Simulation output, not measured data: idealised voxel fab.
process module | voxel wiring stack
The cross-section on display is named cut; it measures 265 nm wide, and its cells are 5 nm squares.
A cross-section is a grid of square cells, given in bands from the top down. A band is one or more rows of cells. Heads up on the band format: heights come first, top then bottom, in nm. After that it's the materials left to right, each with its width in nm. A single material flagged "throughout" fills the whole band edge to edge, and "air" means there's empty space there. Zero point of the height axis is 0; under it, received wafer = one material. Lowest band: continues down indefinitely, "0 and below". When a width is written as two numbers, as in "30 to 40", the first number is the width in the top row of cells of the band and the second is the width in its bottom row, and the width changes by the same amount from each row to the next. The designation "no change occurred", where it is given for a processing step, indicates that no cell of the cross-section was altered in the course of that step. Under "Tabulated closed voids" you'll find the enclosed gaps, the ones with no way out to the top, that are 8 cells or bigger; each reads width x height at distance, with distance counted from the left edge, everything in nm. On each step's line, the part that comes after the settings is the simulator's own comment on the step. overlay nm: mask right of planned place by this much (step with mask). Neg. = left.

# Process steps - plan
1,RECEIVE [material Si]
2,CONFORMAL_DEP [material SiO2] [thk nm 15]
3,CONFORMAL_DEP [material SiN] [thk nm 5]
4,DIRECTIONAL_DEP [material SiO2] [thk nm 15]
5,PATTERN [tone open] [mask id METAL_1] [material resist] [width nm 20] [pitch nm 40] [thk nm 20] [overlay nm 0]
6,DIRECTIONAL_ETCH [etch materials SiO2] [depth nm 15]
7,DIRECTIONAL_ETCH [etch materials SiN] [depth nm 5]
8,STRIP [etch materials resist]
9,CONFORMAL_DEP [material TiN] [thk nm 5]
10,FILL_DEP [material Ru] [thk nm 10]
11,CMP [height nm 35]
12,EPI [material Ru] [thk nm 5]
13,FILL_DEP [material SiCN] [thk nm 5]
14,DIRECTIONAL_DEP [material SiO2] [thk nm 20]
15,PATTERN [tone open] [mask id PLUG_1] [material resist] [width nm 15] [pitch nm 40] [thk nm 20] [overlay nm 0]
16,DIRECTIONAL_ETCH [etch materials SiO2] [depth nm 20]
17,DIRECTIONAL_ETCH [etch materials SiCN] [depth nm 5]
18,STRIP [etch materials resist]
19,CONFORMAL_DEP [material TiN] [thk nm 5]
20,FILL_DEP [material W] [thk nm 10]
21,CMP [height nm 65]
22,DIRECTIONAL_DEP [material TiN] [thk nm 5]
23,DIRECTIONAL_DEP [material W] [thk nm 20]
24,MASKED_ETCH [tone cover] [mask id METAL_2] [width nm 20] [pitch nm 40] [etch materials W] [depth nm 20] [overlay nm 0]
25,MASKED_ETCH [tone cover] [mask id METAL_2] [width nm 20] [pitch nm 40] [etch materials TiN] [depth nm 5] [overlay nm 0]
26,CONFORMAL_DEP [material SiN] [thk nm 5]
27,FILL_DEP [material SiO2] [thk nm 5]
28,CMP [height nm 90]
29,CONFORMAL_DEP [material SiCN] [thk nm 5]
30,DIRECTIONAL_DEP [material SiO2] [thk nm 30]
31,PATTERN [tone open] [mask id METAL_3] [material resist] [width nm 20] [pitch nm 40] [thk nm 15] [overlay nm 0]
32,DIRECTIONAL_ETCH [etch materials SiO2] [depth nm 15]
33,STRIP [etch materials resist]
34,PATTERN [tone open] [mask id METAL_3_HOLES] [material resist] [width nm 15] [pitch nm 40] [thk nm 15] [overlay nm 0]
35,DIRECTIONAL_ETCH [etch materials SiO2] [depth nm 15]
36,DIRECTIONAL_ETCH [etch materials SiCN] [depth nm 5]
37,STRIP [etch materials resist]
38,CONFORMAL_DEP [material TiN] [thk nm 5]
39,FILL_DEP [material Cu] [thk nm 5]
40,CMP [height nm 125]
41,CONFORMAL_DEP [material SiN] [thk nm 5]

# Received-state cross-section, reflecting completion of step 1
> 0 and below = Si throughout
> Tabulated closed voids: none

# This is how the wafer looks in cross-section once the module is done, given the starting state and plan above and one mistake in carrying the plan out
> 130 down to 125 = SiN throughout
> 125 down to 115 = 100 nm SiO2 | 5 nm TiN | 10 nm Cu | 5 nm TiN | 20 nm SiO2 | 5 nm TiN | 10 nm Cu | 5 nm TiN | 105 nm SiO2
> 115 down to 110 = 100 nm SiO2 | 5 nm TiN | 5 nm Cu | 10 nm TiN | 20 nm SiO2 | 5 nm TiN | 5 nm Cu | 10 nm TiN | 105 nm SiO2
> 110 down to 95 = 100 nm SiO2 | 5 nm TiN | 5 nm Cu | 5 nm TiN | 25 nm SiO2 | 5 nm TiN | 5 nm Cu | 5 nm TiN | 110 nm SiO2
> 95 down to 90 = 100 nm SiCN | 15 nm TiN | 25 nm SiCN | 15 nm TiN | 110 nm SiCN
> 90 down to 70 = 95 nm SiO2 | 5 nm SiN | 20 nm W | 5 nm SiN | 10 nm SiO2 | 5 nm SiN | 20 nm W | 5 nm SiN | 100 nm SiO2
> 70 down to 65 = 100 nm SiN | 20 nm TiN | 20 nm SiN | 20 nm TiN | 105 nm SiN
> 65 down to 60 = 100 nm SiCN | 15 nm TiN | 25 nm SiCN | 15 nm TiN | 110 nm SiCN
> 60 down to 55 = 95 nm SiCN | 30 nm SiO2 | 10 nm SiCN | 30 nm SiO2 | 100 nm SiCN
> 55 down to 40 = SiO2 throughout
> 40 down to 35 = 95 nm SiO2 | 30 nm Ru | 10 nm SiO2 | 30 nm Ru | 100 nm SiO2
> 35 down to 20 = 100 nm SiO2 | 5 nm TiN | 10 nm Ru | 5 nm TiN | 20 nm SiO2 | 5 nm TiN | 10 nm Ru | 5 nm TiN | 105 nm SiO2
> 20 down to 15 = 100 nm SiN | 20 nm TiN | 20 nm SiN | 20 nm TiN | 105 nm SiN
> 15 down to 0 = SiO2 throughout
> 0 and below = Si throughout
> Tabulated closed voids: none
what went wrong: plan vs actual: 13 and 14 interchanged
